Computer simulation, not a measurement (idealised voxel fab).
Title: Process Module voxel self aligned contacts
Cross-section cut: width 285 nm, square cells of 5 nm.
A cross-section is written here as square cells arranged in a grid, and it is given in bands from the top down, each band taking up one or more rows of cells.
Band entry format. Leading values: height of top, height of bottom, nm. Remainder: materials in left-to-right order, each with its width in nm. Special words: "everywhere" on a single material, which then fills the band edge to edge; "air", empty space.
The reference from which all heights are counted is 0, the level beneath which the as-received wafer is entirely one material; the lowest band, having no lower bound, proceeds downward and is written after the example "top 0, no bottom".
Read "30..40" as a graded width: first number on top, second number at the bottom, same change between each pair of neighbouring rows.
Given "remained unchanged" for a step, no cell of the cross-section differs between before and after that step.
Entry "Closed void catalog". Content: empty spaces with no open connection to the top, size 8 cells or greater. Each: width x height at distance. Distance: from left edge. Unit: nm.
Heads up: the bit after the settings on a step's line is the simulator's remark on that step.
"overlay nm" denotes, for a step that has a mask, the displacement of the mask to the right of its planned place, with negative values corresponding to the left.

THIS SECTION LISTS THE PROCESS STEPS THAT WERE PLANNED
1: RECEIVE (material Si)
2: OXIDIZE (depth nm 5)
3: DIRECTIONAL_DEP (material polySi; thk nm 30)
4: DIRECTIONAL_DEP (material SiN; thk nm 20)
5: MASKED_ETCH (tone cover; mask id GATE; width nm 25; pitch nm 60; etch materials SiN; depth nm 20; overlay nm -15)
6: MASKED_ETCH (tone cover; mask id GATE; width nm 25; pitch nm 60; etch materials polySi; depth nm 30; overlay nm 0)
7: CONFORMAL_DEP (material SiN; thk nm 5)
8: DIRECTIONAL_ETCH (etch materials SiN; depth nm 5)
9: FILL_DEP (material SiO2; thk nm 15)
10: CMP (height nm 60)
11: DIRECTIONAL_DEP (material aC; thk nm 10)
12: PATTERN (tone open; mask id CONTACT; material resist; width nm 45; thk nm 30; overlay nm 0)
13: DIRECTIONAL_ETCH (etch materials aC; depth nm 10)
14: STRIP (etch materials resist)
15: DIRECTIONAL_ETCH (etch materials SiO2; depth nm 65)
16: STRIP (etch materials aC)
17: CONFORMAL_DEP (material TiN; thk nm 5)
18: FILL_DEP (material W; thk nm 10)
19: CMP (height nm 60)
20: CONFORMAL_DEP (material SiCN; thk nm 5)
Heads up: all these wafers start the same, and what changes between them is the overlay nm in step 5. The value you see in the plan is just what the first wafer got.

THE FIRST OF SEVERAL WAFERS, AS RECEIVED AFTER STEP 1, SEEN IN SECTION
- top 0, no bottom  Si everywhere
- Closed void catalog: none

QUICK KEY FOR THE TABLE: A ROW PER WAFER, TAKEN AT THE END OF THE MODULE. FOR EACH MATERIAL IT TELLS YOU HOW MANY CELLS THE WAFER GAINED (+) OR LOST (-) SINCE IT CAME IN, AND THE CLOSED VOIDS COME AFTER
overlay nm -15, -57 Si, +57 SiCN, +80 SiN, +517 SiO2, +33 TiN, +15 W, +96 polySi, Closed void catalog: none
overlay nm -10, -57 Si, +57 SiCN, +80 SiN, +518 SiO2, +33 TiN, +26 W, +84 polySi, Closed void catalog: none
overlay nm -5, -57 Si, +57 SiCN, +80 SiN, +523 SiO2, +33 TiN, +33 W, +72 polySi, Closed void catalog: none
overlay nm 0, -57 Si, +57 SiCN, +80 SiN, +528 SiO2, +33 TiN, +40 W, +60 polySi, Closed void catalog: none
overlay nm 5, -57 Si, +57 SiCN, +80 SiN, +523 SiO2, +33 TiN, +33 W, +72 polySi, Closed void catalog: none
overlay nm 10, -57 Si, +57 SiCN, +80 SiN, +518 SiO2, +33 TiN, +26 W, +84 polySi, Closed void catalog: none
overlay nm 15, -57 Si, +57 SiCN, +80 SiN, +517 SiO2, +33 TiN, +15 W, +96 polySi, Closed void catalog: none
